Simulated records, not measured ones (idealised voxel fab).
Proc. module: voxel released beams
In the cross-section labelled cut, the width is 240 nm and each square cell is 5 nm.
Cross-section layout: square cells on a grid; listed as bands, top to bottom; a band spans one or more cell rows. A band entry consists of two parts. The first gives the height of the band's top and the height of its bottom, in nm. The rest lists the band's materials from left to right, each with its width in nm. A single material labelled with the word "all across" fills the band from edge to edge, and the word "air" marks empty space. It should be noted that heights are counted from 0, beneath which the wafer as supplied is of one material throughout, and that the lowest band possesses no lower boundary but continues downward, as written in "0 nm and below". Width "30->40": first value at the band's top row of cells, second value at its bottom row, equal change from row to row. Given "all unchanged" for a step, no cell of the cross-section differs between before and after that step. Enclosed voids (no open way to top), threshold 8 cells or more, entry "Enclosed voids", notation width x height at distance, distance from left edge, nm. Note: text after step settings on the step line = simulator remark on that step. If you see "overlay nm" on a step's line and that step has a mask, it's telling you how far right of where it was planned the mask ended up; a negative number means it went left instead. Each of the pairs that make up the rest of this document says: here is the cross-section before one process step, here is the cross-section after it, drawn only down to the lowest band that changed, and here, under the pair, is the step lying between them with its settings. Different pairs may come from different runs of this module on the same starting wafer, so a pair continues from the pair above it only where its entry headed "Cross-section, before" says so.

Cross-section, before:
> 0 nm and below: Si all across
> Enclosed voids: none

After:
> 10 nm to 0 nm: Al2O3 all across
> Rest of section, below 0: as before.
> Enclosed voids: none
Step between the cross-sections above: op CONFORMAL_DEP | material Al2O3 | thk nm 10

Cross-section, before: refer to the pair immediately above; the cross-section shown after its step is the state before this one.

After:
> 20 nm to 10 nm: SiO2 all across
> Rest of section, below 10: as before.
> Enclosed voids: none
Step between the cross-sections above: op DIRECTIONAL_DEP | material SiO2 | thk nm 10

Cross-section, before: refer to the pair immediately above; the cross-section shown after its step is the state before this one.

After:
> 35 nm to 20 nm: aC all across
> Rest of section, below 20: as before.
> Enclosed voids: none
Step between the cross-sections above: op DIRECTIONAL_DEP | material aC | thk nm 15

Cross-section, before: refer to the pair immediately above; the cross-section shown after its step is the state before this one.

After:
> 70 nm to 35 nm: 65 nm resist, 45 nm air, 130 nm resist
> Rest of section, below 35: as before.
> Enclosed voids: none
Step between the cross-sections above: op PATTERN | tone open | mask id ANCHOR | material resist | width nm 45 | thk nm 35 | overlay nm 0

Cross-section, before: refer to the pair immediately above; the cross-section shown after its step is the state before this one.

After:
> 55 nm to 35 nm: 65 nm resist, 45 nm air, 130 nm resist
> 35 nm to 20 nm: 65 nm aC, 45 nm air, 130 nm aC
> Rest of section, below 20: as before.
> Enclosed voids: none
Step between the cross-sections above: op DIRECTIONAL_ETCH | etch materials aC | depth nm 15

Cross-section, before: refer to the pair immediately above; the cross-section shown after its step is the state before this one.

After:
> 35 nm to 20 nm: 65 nm aC, 45 nm air, 130 nm aC
> Rest of section, below 20: as before.
> Enclosed voids: none
Step between the cross-sections above: op STRIP | etch materials resist

Cross-section, before: refer to the pair immediately above; the cross-section shown after its step is the state before this one.

After:
> 35 nm to 20 nm: 65 nm aC, 45 nm air, 130 nm aC
> 20 nm to 10 nm: 65 nm SiO2, 45 nm air, 130 nm SiO2
> Rest of section, below 10: as before.
> Enclosed voids: none
Step between the cross-sections above: op DIRECTIONAL_ETCH | etch materials SiO2 | depth nm 10

Cross-section, before: refer to the pair immediately above; the cross-section shown after its step is the state before this one.

After:
> 20 nm to 10 nm: 65 nm SiO2, 45 nm air, 130 nm SiO2
> Rest of section, below 10: as before.
> Enclosed voids: none
Step between the cross-sections above: op STRIP | etch materials aC

Cross-section, before: refer to the pair immediately above; the cross-section shown after its step is the state before this one.

After:
> 35 nm to 25 nm: 80 nm W, 15 nm air, 145 nm W
> 25 nm to 20 nm: W all across
> 20 nm to 10 nm: 65 nm SiO2, 45 nm W, 130 nm SiO2
> Rest of section, below 10: as before.
> Enclosed voids: none
Step between the cross-sections above: op CONFORMAL_DEP | material W | thk nm 15

Cross-section, before: refer to the pair immediately above; the cross-section shown after its step is the state before this one.

After:
> 50 nm to 40 nm: 80 nm aC, 15 nm air, 145 nm aC
> 40 nm to 35 nm: aC all across
> 35 nm to 25 nm: 80 nm W, 15 nm aC, 145 nm W
> Rest of section, below 25: as before.
> Enclosed voids: none
Step between the cross-sections above: op DIRECTIONAL_DEP | material aC | thk nm 15

Cross-section, before: refer to the pair immediately above; the cross-section shown after its step is the state before this one.

After:
> 80 nm to 50 nm: 60 nm air, 110 nm resist, 70 nm air
> 50 nm to 40 nm: 80 nm aC, 15 nm resist, 145 nm aC
> Rest of section, below 40: as before.
> Enclosed voids: none
Step between the cross-sections above: op PATTERN | tone cover | mask id BEAM | material resist | width nm 110 | thk nm 30 | overlay nm 0

Cross-section, before: refer to the pair immediately above; the cross-section shown after its step is the state before this one.

After:
> 65 nm to 50 nm: 60 nm air, 110 nm resist, 70 nm air
> 50 nm to 40 nm: 60 nm air, 20 nm aC, 15 nm resist, 75 nm aC, 70 nm air
> 40 nm to 35 nm: 60 nm air, 110 nm aC, 70 nm air
> Rest of section, below 35: as before.
> Enclosed voids: none
Step between the cross-sections above: op DIRECTIONAL_ETCH | etch materials aC | depth nm 15

Cross-section, before: refer to the pair immediately above; the cross-section shown after its step is the state before this one.

After:
> 50 nm to 40 nm: 60 nm air, 20 nm aC, 15 nm air, 75 nm aC, 70 nm air
> Rest of section, below 40: as before.
> Enclosed voids: none
Step between the cross-sections above: op STRIP | etch materials resist

Cross-section, before: refer to the pair immediately above; the cross-section shown after its step is the state before this one.

After:
> 50 nm to 40 nm: 60 nm air, 20 nm aC, 15 nm air, 75 nm aC, 70 nm air
> 40 nm to 35 nm: 60 nm air, 110 nm aC, 70 nm air
> 35 nm to 25 nm: 60 nm air, 20 nm W, 15 nm aC, 75 nm W, 70 nm air
> 25 nm to 20 nm: 60 nm air, 110 nm W, 70 nm air
> Rest of section, below 20: as before.
> Enclosed voids: none
Step between the cross-sections above: op DIRECTIONAL_ETCH | etch materials W | depth nm 15

Cross-section, before: refer to the pair immediately above; the cross-section shown after its step is the state before this one.

After:
> 35 nm to 25 nm: 60 nm air, 20 nm W, 15 nm air, 75 nm W, 70 nm air
> Rest of section, below 25: as before.
> Enclosed voids: none
Step between the cross-sections above: op STRIP | etch materials aC

Cross-section, before: refer to the pair immediately above; the cross-section shown after its step is the state before this one.

After:
> 35 nm to 25 nm: 60 nm air, 20 nm W, 15 nm air, 75 nm W, 70 nm air
> 25 nm to 20 nm: 60 nm air, 110 nm W, 70 nm air
> 20 nm to 10 nm: 65 nm air, 45 nm W, 130 nm air
> Rest of section, below 10: as before.
> Enclosed voids: none
Step between the cross-sections above: op STRIP | etch materials SiO2

Cross-section, before:
> 0 nm and below: Si all across
> Enclosed voids: none

After:
> 10 nm to 0 nm: SiO2 all across
> Rest of section, below 0: as before.
> Enclosed voids: none
Step between the cross-sections above: op DIRECTIONAL_DEP | material SiO2 | thk nm 10

Cross-section, before: refer to the pair immediately above; the cross-section shown after its step is the state before this one.

After:
> 25 nm to 10 nm: aC all across
> Rest of section, below 10: as before.
> Enclosed voids: none
Step between the cross-sections above: op DIRECTIONAL_DEP | material aC | thk nm 15

Cross-section, before: refer to the pair immediately above; the cross-section shown after its step is the state before this one.

After:
> 60 nm to 25 nm: 65 nm resist, 45 nm air, 130 nm resist
> Rest of section, below 25: as before.
> Enclosed voids: none
Step between the cross-sections above: op PATTERN | tone open | mask id ANCHOR | material resist | width nm 45 | thk nm 35 | overlay nm 0

Cross-section, before: refer to the pair immediately above; the cross-section shown after its step is the state before this one.

After:
> 45 nm to 25 nm: 65 nm resist, 45 nm air, 130 nm resist
> 25 nm to 10 nm: 65 nm aC, 45 nm air, 130 nm aC
> Rest of section, below 10: as before.
> Enclosed voids: none
Step between the cross-sections above: op DIRECTIONAL_ETCH | etch materials aC | depth nm 15

Cross-section, before: refer to the pair immediately above; the cross-section shown after its step is the state before this one.

After:
> 25 nm to 10 nm: 65 nm aC, 45 nm air, 130 nm aC
> Rest of section, below 10: as before.
> Enclosed voids: none
Step between the cross-sections above: op STRIP | etch materials resist

Cross-section, before: refer to the pair immediately above; the cross-section shown after its step is the state before this one.

After:
> 25 nm to 10 nm: 65 nm aC, 45 nm air, 130 nm aC
> 10 nm to 0 nm: 65 nm SiO2, 45 nm air, 130 nm SiO2
> Rest of section, below 0: as before.
> Enclosed voids: none
Step between the cross-sections above: op DIRECTIONAL_ETCH | etch materials SiO2 | depth nm 10

Cross-section, before: refer to the pair immediately above; the cross-section shown after its step is the state before this one.

After:
> 10 nm to 0 nm: 65 nm SiO2, 45 nm air, 130 nm SiO2
> Rest of section, below 0: as before.
> Enclosed voids: none
Step between the cross-sections above: op STRIP | etch materials aC

Cross-section, before: refer to the pair immediately above; the cross-section shown after its step is the state before this one.

After:
> 25 nm to 15 nm: 80 nm W, 15 nm air, 145 nm W
> 15 nm to 10 nm: W all across
> 10 nm to 0 nm: 65 nm SiO2, 45 nm W, 130 nm SiO2
> Rest of section, below 0: as before.
> Enclosed voids: none
Step between the cross-sections above: op CONFORMAL_DEP | material W | thk nm 15

Cross-section, before: refer to the pair immediately above; the cross-section shown after its step is the state before this one.

After:
> 40 nm to 30 nm: 80 nm aC, 15 nm air, 145 nm aC
> 30 nm to 25 nm: aC all across
> 25 nm to 15 nm: 80 nm W, 15 nm aC, 145 nm W
> Rest of section, below 15: as before.
> Enclosed voids: none
Step between the cross-sections above: op DIRECTIONAL_DEP | material aC | thk nm 15

Cross-section, before: refer to the pair immediately above; the cross-section shown after its step is the state before this one.

After:
> 70 nm to 40 nm: 60 nm air, 110 nm resist, 70 nm air
> 40 nm to 30 nm: 80 nm aC, 15 nm resist, 145 nm aC
> Rest of section, below 30: as before.
> Enclosed voids: none
Step between the cross-sections above: op PATTERN | tone cover | mask id BEAM | material resist | width nm 110 | thk nm 30 | overlay nm 0

Cross-section, before: refer to the pair immediately above; the cross-section shown after its step is the state before this one.

After:
> 55 nm to 40 nm: 60 nm air, 110 nm resist, 70 nm air
> 40 nm to 30 nm: 60 nm air, 20 nm aC, 15 nm resist, 75 nm aC, 70 nm air
> 30 nm to 25 nm: 60 nm air, 110 nm aC, 70 nm air
> Rest of section, below 25: as before.
> Enclosed voids: none
Step between the cross-sections above: op DIRECTIONAL_ETCH | etch materials aC | depth nm 15

Cross-section, before: refer to the pair immediately above; the cross-section shown after its step is the state before this one.

After:
> 40 nm to 30 nm: 60 nm air, 20 nm aC, 15 nm air, 75 nm aC, 70 nm air
> Rest of section, below 30: as before.
> Enclosed voids: none
Step between the cross-sections above: op STRIP | etch materials resist

Cross-section, before: refer to the pair immediately above; the cross-section shown after its step is the state before this one.

After:
> 40 nm to 30 nm: 60 nm air, 20 nm aC, 15 nm air, 75 nm aC, 70 nm air
> 30 nm to 25 nm: 60 nm air, 110 nm aC, 70 nm air
> 25 nm to 15 nm: 60 nm air, 20 nm W, 15 nm aC, 75 nm W, 70 nm air
> 15 nm to 10 nm: 60 nm air, 110 nm W, 70 nm air
> Rest of section, below 10: as before.
> Enclosed voids: none
Step between the cross-sections above: op DIRECTIONAL_ETCH | etch materials W | depth nm 15

Cross-section, before: refer to the pair immediately above; the cross-section shown after its step is the state before this one.

After:
> 25 nm to 15 nm: 60 nm air, 20 nm W, 15 nm air, 75 nm W, 70 nm air
> Rest of section, below 15: as before.
> Enclosed voids: none
Step between the cross-sections above: op STRIP | etch materials aC

Cross-section, before: refer to the pair immediately above; the cross-section shown after its step is the state before this one.

After:
> 25 nm to 15 nm: 60 nm air, 20 nm W, 15 nm air, 75 nm W, 70 nm air
> 15 nm to 10 nm: 60 nm air, 110 nm W, 70 nm air
> 10 nm to 0 nm: 65 nm air, 45 nm W, 130 nm air
> Rest of section, below 0: as before.
> Enclosed voids: none
Step between the cross-sections above: op STRIP | etch materials SiO2

Cross-section, before:
> 35 nm to 25 nm: 80 nm W, 15 nm air, 145 nm W
> 25 nm to 20 nm: W all across
> 20 nm to 10 nm: 65 nm SiO2, 45 nm W, 130 nm SiO2
> 10 nm to 0 nm: Al2O3 all across
> 0 nm and below: Si all across
> Enclosed voids: none

After:
> 50 nm to 20 nm: W all across
> Rest of section, below 20: as before.
> Enclosed voids: none
Step between the cross-sections above: op CONFORMAL_DEP | material W | thk nm 15

Cross-section, before: refer to the pair immediately above; the cross-section shown after its step is the state before this one.

After:
> 65 nm to 50 nm: aC all across
> Rest of section, below 50: as before.
> Enclosed voids: none
Step between the cross-sections above: op DIRECTIONAL_DEP | material aC | thk nm 15

Cross-section, before: refer to the pair immediately above; the cross-section shown after its step is the state before this one.

After:
> 95 nm to 65 nm: 60 nm air, 110 nm resist, 70 nm air
> Rest of section, below 65: as before.
> Enclosed voids: none
Step between the cross-sections above: op PATTERN | tone cover | mask id BEAM | material resist | width nm 110 | thk nm 30 | overlay nm 0

Cross-section, before: refer to the pair immediately above; the cross-section shown after its step is the state before this one.

After:
> 80 nm to 65 nm: 60 nm air, 110 nm resist, 70 nm air
> 65 nm to 50 nm: 60 nm air, 110 nm aC, 70 nm air
> Rest of section, below 50: as before.
> Enclosed voids: none
Step between the cross-sections above: op DIRECTIONAL_ETCH | etch materials aC | depth nm 15

Cross-section, before: refer to the pair immediately above; the cross-section shown after its step is the state before this one.

After:
> 65 nm to 50 nm: 60 nm air, 110 nm aC, 70 nm air
> Rest of section, below 50: as before.
> Enclosed voids: none
Step between the cross-sections above: op STRIP | etch materials resist

Cross-section, before: refer to the pair immediately above; the cross-section shown after its step is the state before this one.

After:
> 65 nm to 50 nm: 60 nm air, 110 nm aC, 70 nm air
> 50 nm to 35 nm: 60 nm air, 110 nm W, 70 nm air
> Rest of section, below 35: as before.
> Enclosed voids: none
Step between the cross-sections above: op DIRECTIONAL_ETCH | etch materials W | depth nm 15

Cross-section, before: refer to the pair immediately above; the cross-section shown after its step is the state before this one.

After:
> 50 nm to 35 nm: 60 nm air, 110 nm W, 70 nm air
> Rest of section, below 35: as before.
> Enclosed voids: none
Step between the cross-sections above: op STRIP | etch materials aC

Cross-section, before:
> 10 nm to 0 nm: SiO2 all across
> 0 nm and below: Si all across
> Enclosed voids: none

After:
> 20 nm to 10 nm: Al2O3 all across
> Rest of section, below 10: as before.
> Enclosed voids: none
Step between the cross-sections above: op CONFORMAL_DEP | material Al2O3 | thk nm 10

Cross-section, before: refer to the pair immediately above; the cross-section shown after its step is the state before this one.

After:
> 35 nm to 20 nm: aC all across
> Rest of section, below 20: as before.
> Enclosed voids: none
Step between the cross-sections above: op DIRECTIONAL_DEP | material aC | thk nm 15

Cross-section, before: refer to the pair immediately above; the cross-section shown after its step is the state before this one.

After:
> 70 nm to 35 nm: 65 nm resist, 45 nm air, 130 nm resist
> Rest of section, below 35: as before.
> Enclosed voids: none
Step between the cross-sections above: op PATTERN | tone open | mask id ANCHOR | material resist | width nm 45 | thk nm 35 | overlay nm 0

Cross-section, before: refer to the pair immediately above; the cross-section shown after its step is the state before this one.

After:
> 55 nm to 35 nm: 65 nm resist, 45 nm air, 130 nm resist
> 35 nm to 20 nm: 65 nm aC, 45 nm air, 130 nm aC
> Rest of section, below 20: as before.
> Enclosed voids: none
Step between the cross-sections above: op DIRECTIONAL_ETCH | etch materials aC | depth nm 15

Cross-section, before: refer to the pair immediately above; the cross-section shown after its step is the state before this one.

After:
> 35 nm to 20 nm: 65 nm aC, 45 nm air, 130 nm aC
> Rest of section, below 20: as before.
> Enclosed voids: none
Step between the cross-sections above: op STRIP | etch materials resist

Cross-section, before: refer to the pair immediately above; the cross-section shown after its step is the state before this one.

After:
> 20 nm to 10 nm: Al2O3 all across
> Rest of section, below 10: as before.
> Enclosed voids: none
Step between the cross-sections above: op STRIP | etch materials aC

Cross-section, before: refer to the pair immediately above; the cross-section shown after its step is the state before this one.

After:
> 35 nm to 20 nm: W all across
> Rest of section, below 20: as before.
> Enclosed voids: none
Step between the cross-sections above: op CONFORMAL_DEP | material W | thk nm 15

Cross-section, before: refer to the pair immediately above; the cross-section shown after its step is the state before this one.

After:
> 50 nm to 35 nm: aC all across
> Rest of section, below 35: as before.
> Enclosed voids: none
Step between the cross-sections above: op DIRECTIONAL_DEP | material aC | thk nm 15

Cross-section, before: refer to the pair immediately above; the cross-section shown after its step is the state before this one.

After:
> 80 nm to 50 nm: 60 nm air, 110 nm resist, 70 nm air
> Rest of section, below 50: as before.
> Enclosed voids: none
Step between the cross-sections above: op PATTERN | tone cover | mask id BEAM | material resist | width nm 110 | thk nm 30 | overlay nm 0

Cross-section, before: refer to the pair immediately above; the cross-section shown after its step is the state before this one.

After:
> 65 nm to 50 nm: 60 nm air, 110 nm resist, 70 nm air
> 50 nm to 35 nm: 60 nm air, 110 nm aC, 70 nm air
> Rest of section, below 35: as before.
> Enclosed voids: none
Step between the cross-sections above: op DIRECTIONAL_ETCH | etch materials aC | depth nm 15

Cross-section, before: refer to the pair immediately above; the cross-section shown after its step is the state before this one.

After:
> 50 nm to 35 nm: 60 nm air, 110 nm aC, 70 nm air
> Rest of section, below 35: as before.
> Enclosed voids: none
Step between the cross-sections above: op STRIP | etch materials resist

Cross-section, before: refer to the pair immediately above; the cross-section shown after its step is the state before this one.

After:
> 50 nm to 35 nm: 60 nm air, 110 nm aC, 70 nm air
> 35 nm to 20 nm: 60 nm air, 110 nm W, 70 nm air
> Rest of section, below 20: as before.
> Enclosed voids: none
Step between the cross-sections above: op DIRECTIONAL_ETCH | etch materials W | depth nm 15

Cross-section, before: refer to the pair immediately above; the cross-section shown after its step is the state before this one.

After:
> 35 nm to 20 nm: 60 nm air, 110 nm W, 70 nm air
> Rest of section, below 20: as before.
> Enclosed voids: none
Step between the cross-sections above: op STRIP | etch materials aC

Cross-section, before:
> 50 nm to 40 nm: 60 nm air, 20 nm aC, 15 nm air, 75 nm aC, 70 nm air
> 40 nm to 35 nm: 60 nm air, 110 nm aC, 70 nm air
> 35 nm to 25 nm: 80 nm W, 15 nm aC, 145 nm W
> 25 nm to 20 nm: W all across
> 20 nm to 10 nm: 65 nm SiO2, 45 nm W, 130 nm SiO2
> 10 nm to 0 nm: Al2O3 all across
> 0 nm and below: Si all across
> Enclosed voids: none

After:
> 50 nm to 40 nm: 60 nm air, 20 nm aC, 15 nm air, 75 nm aC, 70 nm air
> 40 nm to 35 nm: 60 nm air, 110 nm aC, 70 nm air
> 35 nm to 30 nm: 60 nm air, 20 nm W, 15 nm aC, 75 nm W, 70 nm air
> Rest of section, below 30: as before.
> Enclosed voids: none
Step between the cross-sections above: op DIRECTIONAL_ETCH | etch materials W | depth nm 5

Cross-section, before: refer to the pair immediately above; the cross-section shown after its step is the state before this one.

After:
> 35 nm to 30 nm: 60 nm air, 20 nm W, 15 nm air, 75 nm W, 70 nm air
> 30 nm to 25 nm: 80 nm W, 15 nm air, 145 nm W
> Rest of section, below 25: as before.
> Enclosed voids: none
Step between the cross-sections above: op STRIP | etch materials aC

Cross-section, before:
> 35 nm to 20 nm: aC all across
> 20 nm to 10 nm: SiO2 all across
> 10 nm to 0 nm: Al2O3 all across
> 0 nm and below: Si all across
> Enclosed voids: none

After:
> 70 nm to 35 nm: 70 nm resist, 40 nm air, 130 nm resist
> Rest of section, below 35: as before.
> Enclosed voids: none
Step between the cross-sections above: op PATTERN | tone open | mask id ANCHOR | material resist | width nm 40 | thk nm 35 | overlay nm 0

Cross-section, before: refer to the pair immediately above; the cross-section shown after its step is the state before this one.

After:
> 55 nm to 35 nm: 70 nm resist, 40 nm air, 130 nm resist
> 35 nm to 20 nm: 70 nm aC, 40 nm air, 130 nm aC
> Rest of section, below 20: as before.
> Enclosed voids: none
Step between the cross-sections above: op DIRECTIONAL_ETCH | etch materials aC | depth nm 15

Cross-section, before: refer to the pair immediately above; the cross-section shown after its step is the state before this one.

After:
> 35 nm to 20 nm: 70 nm aC, 40 nm air, 130 nm aC
> Rest of section, below 20: as before.
> Enclosed voids: none
Step between the cross-sections above: op STRIP | etch materials resist

Cross-section, before: refer to the pair immediately above; the cross-section shown after its step is the state before this one.

After:
> 35 nm to 20 nm: 70 nm aC, 40 nm air, 130 nm aC
> 20 nm to 10 nm: 70 nm SiO2, 40 nm air, 130 nm SiO2
> Rest of section, below 10: as before.
> Enclosed voids: none
Step between the cross-sections above: op DIRECTIONAL_ETCH | etch materials SiO2 | depth nm 10

Cross-section, before: refer to the pair immediately above; the cross-section shown after its step is the state before this one.

After:
> 20 nm to 10 nm: 70 nm SiO2, 40 nm air, 130 nm SiO2
> Rest of section, below 10: as before.
> Enclosed voids: none
Step between the cross-sections above: op STRIP | etch materials aC

Cross-section, before: refer to the pair immediately above; the cross-section shown after its step is the state before this one.

After:
> 35 nm to 25 nm: 85 nm W, 10 nm air, 145 nm W
> 25 nm to 20 nm: W all across
> 20 nm to 10 nm: 70 nm SiO2, 40 nm W, 130 nm SiO2
> Rest of section, below 10: as before.
> Enclosed voids: none
Step between the cross-sections above: op CONFORMAL_DEP | material W | thk nm 15

Cross-section, before: refer to the pair immediately above; the cross-section shown after its step is the state before this one.

After:
> 50 nm to 40 nm: 85 nm aC, 10 nm air, 145 nm aC
> 40 nm to 35 nm: aC all across
> 35 nm to 25 nm: 85 nm W, 10 nm aC, 145 nm W
> Rest of section, below 25: as before.
> Enclosed voids: none
Step between the cross-sections above: op DIRECTIONAL_DEP | material aC | thk nm 15

Cross-section, before: refer to the pair immediately above; the cross-section shown after its step is the state before this one.

After:
> 80 nm to 50 nm: 60 nm air, 110 nm resist, 70 nm air
> 50 nm to 40 nm: 85 nm aC, 10 nm resist, 145 nm aC
> Rest of section, below 40: as before.
> Enclosed voids: none
Step between the cross-sections above: op PATTERN | tone cover | mask id BEAM | material resist | width nm 110 | thk nm 30 | overlay nm 0

Cross-section, before: refer to the pair immediately above; the cross-section shown after its step is the state before this one.

After:
> 65 nm to 50 nm: 60 nm air, 110 nm resist, 70 nm air
> 50 nm to 40 nm: 60 nm air, 25 nm aC, 10 nm resist, 75 nm aC, 70 nm air
> 40 nm to 35 nm: 60 nm air, 110 nm aC, 70 nm air
> Rest of section, below 35: as before.
> Enclosed voids: none
Step between the cross-sections above: op DIRECTIONAL_ETCH | etch materials aC | depth nm 15

Cross-section, before: refer to the pair immediately above; the cross-section shown after its step is the state before this one.

After:
> 50 nm to 40 nm: 60 nm air, 25 nm aC, 10 nm air, 75 nm aC, 70 nm air
> Rest of section, below 40: as before.
> Enclosed voids: none
Step between the cross-sections above: op STRIP | etch materials resist

Cross-section, before: refer to the pair immediately above; the cross-section shown after its step is the state before this one.

After:
> 50 nm to 40 nm: 60 nm air, 25 nm aC, 10 nm air, 75 nm aC, 70 nm air
> 40 nm to 35 nm: 60 nm air, 110 nm aC, 70 nm air
> 35 nm to 25 nm: 60 nm air, 25 nm W, 10 nm aC, 75 nm W, 70 nm air
> 25 nm to 20 nm: 60 nm air, 110 nm W, 70 nm air
> Rest of section, below 20: as before.
> Enclosed voids: none
Step between the cross-sections above: op DIRECTIONAL_ETCH | etch materials W | depth nm 15

Cross-section, before: refer to the pair immediately above; the cross-section shown after its step is the state before this one.

After:
> 35 nm to 25 nm: 60 nm air, 25 nm W, 10 nm air, 75 nm W, 70 nm air
> Rest of section, below 25: as before.
> Enclosed voids: none
Step between the cross-sections above: op STRIP | etch materials aC

Cross-section, before: refer to the pair immediately above; the cross-section shown after its step is the state before this one.

After:
> 35 nm to 25 nm: 60 nm air, 25 nm W, 10 nm air, 75 nm W, 70 nm air
> 25 nm to 20 nm: 60 nm air, 110 nm W, 70 nm air
> 20 nm to 10 nm: 70 nm air, 40 nm W, 130 nm air
> Rest of section, below 10: as before.
> Enclosed voids: none
Step between the cross-sections above: op STRIP | etch materials SiO2

Cross-section, before:
> 35 nm to 20 nm: aC all across
> 20 nm to 10 nm: SiO2 all across
> 10 nm to 0 nm: Al2O3 all across
> 0 nm and below: Si all across
> Enclosed voids: none

After:
> 70 nm to 35 nm: 75 nm resist, 45 nm air, 120 nm resist
> Rest of section, below 35: as before.
> Enclosed voids: none
Step between the cross-sections above: op PATTERN | tone open | mask id ANCHOR | material resist | width nm 45 | thk nm 35 | overlay nm 10

Cross-section, before: refer to the pair immediately above; the cross-section shown after its step is the state before this one.

After:
> 55 nm to 35 nm: 75 nm resist, 45 nm air, 120 nm resist
> 35 nm to 20 nm: 75 nm aC, 45 nm air, 120 nm aC
> Rest of section, below 20: as before.
> Enclosed voids: none
Step between the cross-sections above: op DIRECTIONAL_ETCH | etch materials aC | depth nm 15

Cross-section, before: refer to the pair immediately above; the cross-section shown after its step is the state before this one.

After:
> 35 nm to 20 nm: 75 nm aC, 45 nm air, 120 nm aC
> Rest of section, below 20: as before.
> Enclosed voids: none
Step between the cross-sections above: op STRIP | etch materials resist

Cross-section, before: refer to the pair immediately above; the cross-section shown after its step is the state before this one.

After:
> 35 nm to 20 nm: 75 nm aC, 45 nm air, 120 nm aC
> 20 nm to 10 nm: 75 nm SiO2, 45 nm air, 120 nm SiO2
> Rest of section, below 10: as before.
> Enclosed voids: none
Step between the cross-sections above: op DIRECTIONAL_ETCH | etch materials SiO2 | depth nm 10

Cross-section, before: refer to the pair immediately above; the cross-section shown after its step is the state before this one.

After:
> 20 nm to 10 nm: 75 nm SiO2, 45 nm air, 120 nm SiO2
> Rest of section, below 10: as before.
> Enclosed voids: none
Step between the cross-sections above: op STRIP | etch materials aC

Cross-section, before: refer to the pair immediately above; the cross-section shown after its step is the state before this one.

After:
> 35 nm to 25 nm: 90 nm W, 15 nm air, 135 nm W
> 25 nm to 20 nm: W all across
> 20 nm to 10 nm: 75 nm SiO2, 45 nm W, 120 nm SiO2
> Rest of section, below 10: as before.
> Enclosed voids: none
Step between the cross-sections above: op CONFORMAL_DEP | material W | thk nm 15

Cross-section, before: refer to the pair immediately above; the cross-section shown after its step is the state before this one.

After:
> 50 nm to 40 nm: 90 nm aC, 15 nm air, 135 nm aC
> 40 nm to 35 nm: aC all across
> 35 nm to 25 nm: 90 nm W, 15 nm aC, 135 nm W
> Rest of section, below 25: as before.
> Enclosed voids: none
Step between the cross-sections above: op DIRECTIONAL_DEP | material aC | thk nm 15

Cross-section, before: refer to the pair immediately above; the cross-section shown after its step is the state before this one.

After:
> 80 nm to 50 nm: 60 nm air, 110 nm resist, 70 nm air
> 50 nm to 40 nm: 90 nm aC, 15 nm resist, 135 nm aC
> Rest of section, below 40: as before.
> Enclosed voids: none
Step between the cross-sections above: op PATTERN | tone cover | mask id BEAM | material resist | width nm 110 | thk nm 30 | overlay nm 0

Cross-section, before: refer to the pair immediately above; the cross-section shown after its step is the state before this one.

After:
> 65 nm to 50 nm: 60 nm air, 110 nm resist, 70 nm air
> 50 nm to 40 nm: 60 nm air, 30 nm aC, 15 nm resist, 65 nm aC, 70 nm air
> 40 nm to 35 nm: 60 nm air, 110 nm aC, 70 nm air
> Rest of section, below 35: as before.
> Enclosed voids: none
Step between the cross-sections above: op DIRECTIONAL_ETCH | etch materials aC | depth nm 15

Cross-section, before: refer to the pair immediately above; the cross-section shown after its step is the state before this one.

After:
> 50 nm to 40 nm: 60 nm air, 30 nm aC, 15 nm air, 65 nm aC, 70 nm air
> Rest of section, below 40: as before.
> Enclosed voids: none
Step between the cross-sections above: op STRIP | etch materials resist

Cross-section, before: refer to the pair immediately above; the cross-section shown after its step is the state before this one.

After:
> 50 nm to 40 nm: 60 nm air, 30 nm aC, 15 nm air, 65 nm aC, 70 nm air
> 40 nm to 35 nm: 60 nm air, 110 nm aC, 70 nm air
> 35 nm to 25 nm: 60 nm air, 30 nm W, 15 nm aC, 65 nm W, 70 nm air
> 25 nm to 20 nm: 60 nm air, 110 nm W, 70 nm air
> Rest of section, below 20: as before.
> Enclosed voids: none
Step between the cross-sections above: op DIRECTIONAL_ETCH | etch materials W | depth nm 15

Cross-section, before: refer to the pair immediately above; the cross-section shown after its step is the state before this one.

After:
> 35 nm to 25 nm: 60 nm air, 30 nm W, 15 nm air, 65 nm W, 70 nm air
> Rest of section, below 25: as before.
> Enclosed voids: none
Step between the cross-sections above: op STRIP | etch materials aC

Cross-section, before: refer to the pair immediately above; the cross-section shown after its step is the state before this one.

After:
> 35 nm to 25 nm: 60 nm air, 30 nm W, 15 nm air, 65 nm W, 70 nm air
> 25 nm to 20 nm: 60 nm air, 110 nm W, 70 nm air
> 20 nm to 10 nm: 75 nm air, 45 nm W, 120 nm air
> Rest of section, below 10: as before.
> Enclosed voids: none
Step between the cross-sections above: op STRIP | etch materials SiO2

Cross-section, before:
> 10 nm to 0 nm: Al2O3 all across
> 0 nm and below: Si all across
> Enclosed voids: none

After:
> 20 nm to 0 nm: Al2O3 all across
> Rest of section, below 0: as before.
> Enclosed voids: none
Step between the cross-sections above: op DIRECTIONAL_DEP | material Al2O3 | thk nm 10

Cross-section, before: refer to the pair immediately above; the cross-section shown after its step is the state before this one.

After:
> 35 nm to 20 nm: aC all across
> Rest of section, below 20: as before.
> Enclosed voids: none
Step between the cross-sections above: op DIRECTIONAL_DEP | material aC | thk nm 15

Cross-section, before: refer to the pair immediately above; the cross-section shown after its step is the state before this one.

After:
> 70 nm to 35 nm: 65 nm resist, 45 nm air, 130 nm resist
> Rest of section, below 35: as before.
> Enclosed voids: none
Step between the cross-sections above: op PATTERN | tone open | mask id ANCHOR | material resist | width nm 45 | thk nm 35 | overlay nm 0

Cross-section, before: refer to the pair immediately above; the cross-section shown after its step is the state before this one.

After:
> 55 nm to 35 nm: 65 nm resist, 45 nm air, 130 nm resist
> 35 nm to 20 nm: 65 nm aC, 45 nm air, 130 nm aC
> Rest of section, below 20: as before.
> Enclosed voids: none
Step between the cross-sections above: op DIRECTIONAL_ETCH | etch materials aC | depth nm 15

Cross-section, before: refer to the pair immediately above; the cross-section shown after its step is the state before this one.

After:
> 35 nm to 20 nm: 65 nm aC, 45 nm air, 130 nm aC
> Rest of section, below 20: as before.
> Enclosed voids: none
Step between the cross-sections above: op STRIP | etch materials resist

Cross-section, before: refer to the pair immediately above; the cross-section shown after its step is the state before this one.

After:
> 20 nm to 0 nm: Al2O3 all across
> Rest of section, below 0: as before.
> Enclosed voids: none
Step between the cross-sections above: op STRIP | etch materials aC
